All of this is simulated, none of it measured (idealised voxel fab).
Title: Process Module voxel transistor to metal
FYI the section here is cut, 300 nm wide, cells are 5 nm squares.
Heads up, the way a cross-section reads in here is a grid of square cells, handed over as bands from the top down, with every band being one or more rows of cells.
Top height, bottom height, nm. Materials left to right, width each, nm. Single material + "throughout" = fills band edge to edge. "empty" = empty.
The reference from which all heights are counted is 0, the level beneath which the as-received wafer is entirely one material; the lowest band, having no lower bound, proceeds downward and is written after the example "z 0 and below".
So if you see something like "30..40" for the width, read it as the top row of the band sitting at the first number and the bottom row at the second, with every row in between moving by the same amount as the last.
"remains unaltered" after a step means that no cell of the cross-section changed.
In "Cavities, sealed" the enclosed voids are listed, meaning empty spaces of 8 cells or larger without any opening to the top. The form is width x height at distance, distance from the left edge, units nm.
Heads up: the bit after the settings on a step's line is the simulator's remark on that step.
overlay nm: where the mask lay relative to plan, measured to the right, on steps with a mask; negatives go left.
**These are the steps we planned for the process**
1,RECEIVE (material Si)
2,CONFORMAL_DEP (material SiO2; thk nm 5)
3,CONFORMAL_DEP (material SiN; thk nm 10)
4,DIRECTIONAL_DEP (material aC; thk nm 15)
5,PATTERN (tone cover; mask id ACTIVE; material resist; width nm 95; pitch nm 125; thk nm 30; overlay nm 0)
6,DIRECTIONAL_ETCH (etch materials aC; depth nm 15)
7,STRIP (etch materials resist)
8,DIRECTIONAL_ETCH (etch materials SiN; depth nm 10)
9,DIRECTIONAL_ETCH (etch materials SiO2; depth nm 5)
10,DIRECTIONAL_ETCH (etch materials Si; depth nm 20)
11,STRIP (etch materials aC)
12,FILL_DEP (material SiO2; thk nm 10)
13,CMP (height nm 15)
14,SELECTIVE_ETCH (etch materials SiO2; depth nm 5)
15,STRIP (etch materials SiN)
16,SELECTIVE_ETCH (etch materials SiO2; depth nm 5)
17,OXIDIZE (depth nm 5)
18,DIRECTIONAL_DEP (material polySi; thk nm 25)
19,DIRECTIONAL_DEP (material SiCN; thk nm 15)
20,DIRECTIONAL_DEP (material aC; thk nm 10)
21,PATTERN (tone cover; mask id GATE; material resist; width nm 15; pitch nm 125; thk nm 25; overlay nm 0)
22,DIRECTIONAL_ETCH (etch materials aC; depth nm 10)
23,STRIP (etch materials resist)
24,DIRECTIONAL_ETCH (etch materials SiCN; depth nm 25)
25,DIRECTIONAL_ETCH (etch materials polySi; depth nm 35)
26,STRIP (etch materials aC)
27,CONFORMAL_DEP (material SiN; thk nm 5)
28,DIRECTIONAL_ETCH (etch materials SiN; depth nm 5)
29,DIRECTIONAL_ETCH (etch materials SiO2; depth nm 5)
30,EPI (material nSi; thk nm 5)
31,FILL_DEP (material SiO2; thk nm 10)
32,CMP (height nm 40)
33,DIRECTIONAL_DEP (material SiO2; thk nm 15)
34,DIRECTIONAL_DEP (material aC; thk nm 15)
35,PATTERN (tone open; mask id CONTACT; material resist; width nm 15; thk nm 35; overlay nm 0)
36,DIRECTIONAL_ETCH (etch materials aC; depth nm 15)
37,STRIP (etch materials resist)
38,DIRECTIONAL_ETCH (etch materials SiO2; depth nm 55)
39,STRIP (etch materials aC)
40,CONFORMAL_DEP (material TiN; thk nm 5)
41,FILL_DEP (material W; thk nm 5)
42,CMP (height nm 55)
43,DIRECTIONAL_DEP (material TiN; thk nm 5)
44,DIRECTIONAL_DEP (material W; thk nm 15)
45,DIRECTIONAL_DEP (material aC; thk nm 15)
46,PATTERN (tone cover; mask id METAL_1; material resist; width nm 15; thk nm 30; overlay nm 0)
47,DIRECTIONAL_ETCH (etch materials aC; depth nm 15)
48,STRIP (etch materials resist)
49,DIRECTIONAL_ETCH (etch materials W; depth nm 15)
50,DIRECTIONAL_ETCH (etch materials TiN; depth nm 5)
51,STRIP (etch materials aC)
52,CONFORMAL_DEP (material SiN; thk nm 5)
53,FILL_DEP (material lowk; thk nm 5)
54,CMP (height nm 75)
55,CONFORMAL_DEP (material SiN; thk nm 5)
**As received (post step 1): cross-section**
    z 0 and below  Si throughout
    Cavities, sealed: none
**This is how the wafer looks in cross-section once the module is done, given the starting state and plan above and one mistake in carrying the plan out**
    z 80 to 75  SiN throughout
    z 75 to 60  lowk 45, then SiN 5, then W 15, then SiN 5, then lowk 35, then SiN 5, then W 15, then SiN 5, then lowk 40, then SiN 5, then W 15, then SiN 5, then lowk 35, then SiN 5, then W 15, then SiN 5, then lowk 45
    z 60 to 55  SiN 50, then TiN 15, then SiN 45, then TiN 15, then SiN 50, then TiN 15, then SiN 45, then TiN 15, then SiN 50
    z 55 to 45  SiO2 50, then TiN 5, then W 5, then TiN 5, then SiO2 45, then TiN 5, then W 5, then TiN 5, then SiO2 50, then TiN 5, then W 5, then TiN 5, then SiO2 45, then TiN 5, then W 5, then TiN 5, then SiO2 50
    z 45 to 40  SiO2 50, then TiN 15, then SiO2 45, then TiN 15, then SiO2 50, then TiN 15, then SiO2 45, then TiN 15, then SiO2 50
    z 40 to 30  SiCN 80, then SiN 5, then SiO2 5, then SiN 5, then SiCN 110, then SiN 5, then SiO2 5, then SiN 5, then SiCN 80
    z 30 to 25  polySi 35, then SiCN 45, then SiN 5, then SiO2 5, then SiN 5, then SiCN 45, then polySi 20, then SiCN 45, then SiN 5, then SiO2 5, then SiN 5, then SiCN 45, then polySi 35
    z 25 to 5  polySi 80, then SiN 5, then SiO2 5, then SiN 5, then polySi 110, then SiN 5, then SiO2 5, then SiN 5, then polySi 80
    z 5 to 0  SiO2 35, then polySi 45, then SiN 5, then SiO2 5, then SiN 5, then polySi 45, then SiO2 20, then polySi 45, then SiN 5, then SiO2 5, then SiN 5, then polySi 45, then SiO2 35
    z 0 to -5  SiO2 85, then nSi 5, then SiO2 120, then nSi 5, then SiO2 85
    z -5 to -20  SiO2 40, then Si 95, then SiO2 30, then Si 95, then SiO2 40
    z -20 and below  Si throughout
    Cavities, sealed: none
Run error: step 21 went in with a setting other than planned; the actual run was PATTERN (tone open; mask id GATE; material resist; width nm 15; pitch nm 125; thk nm 25; overlay nm 0)
